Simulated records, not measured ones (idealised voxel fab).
process module | voxel fin reveal
cross-section cut | 245 nm wide | cells 5 nm
A cross-section is a grid of square cells, given in bands from the top down. A band is one or more rows of cells.
Each band's line starts with the height of the band's top and of its bottom, in nm. Then come its materials from left to right, each with its width in nm. One material with "throughout" fills the band from edge to edge. "air" is empty space.
Height 0 is the level under which the wafer as received is all one material. The lowest band goes on downwards, as in "0 down".
A width such as "30 to 40" changes by the same amount from each row of cells to the next, from the band's top row to its bottom row.
"no change" after a step means that no cell of the cross-section changed.
closed voids: empty space of 8 cells or more with no open way to the top, each as width x height at its distance from the left edge, in nm
after a step's settings: what the simulator itself notes on the step
overlay nm, on a step with a mask: how far to the right of its planned place the mask lay; to the left if negative
plan
1 op RECEIVE | material Si
2 op CONFORMAL_DEP | material SiN | thk nm 5
3 op DIRECTIONAL_DEP | material aC | thk nm 10
4 op PATTERN | tone cover | mask id FINS | material resist | width nm 15 | pitch nm 40 | thk nm 25 | overlay nm 0
5 op DIRECTIONAL_ETCH | etch materials aC | depth nm 10
6 op STRIP | etch materials resist
7 op DIRECTIONAL_ETCH | etch materials SiN | depth nm 5
8 op DIRECTIONAL_ETCH | etch materials Si | depth nm 35
9 op STRIP | etch materials aC
10 op OXIDIZE | depth nm 5
11 op FILL_DEP | material SiO2 | thk nm 5
12 op CMP | height nm 5
13 op SELECTIVE_ETCH | etch materials SiO2 | depth nm 30
14 op STRIP | etch materials SiN
as received, after step 1
  0 down: Si throughout
  closed voids: none
first wafer at the end, as planned
  0 to -25: air 80 | Si 5 | air 35 | Si 5 | air 35 | Si 5 | air 80
  -25 to -40: SiO2 80 | Si 5 | SiO2 35 | Si 5 | SiO2 35 | Si 5 | SiO2 80
  -40 down: Si throughout
  closed voids: none
second wafer at the end: like start, like plan, one mistake
  0 to -25: air 80 | Si 10 | air 30 | Si 10 | air 30 | Si 10 | air 75
  -25 to -40: SiO2 80 | Si 10 | SiO2 30 | Si 10 | SiO2 30 | Si 10 | SiO2 75
  -40 down: Si throughout
  closed voids: none
what went wrong: step 4 ran as: op PATTERN | tone cover | mask id FINS | material resist | width nm 20 | pitch nm 40 | thk nm 25 | overlay nm 0
at the end the second wafer has, in cells: 24 more of Si | 9 fewer of SiO2
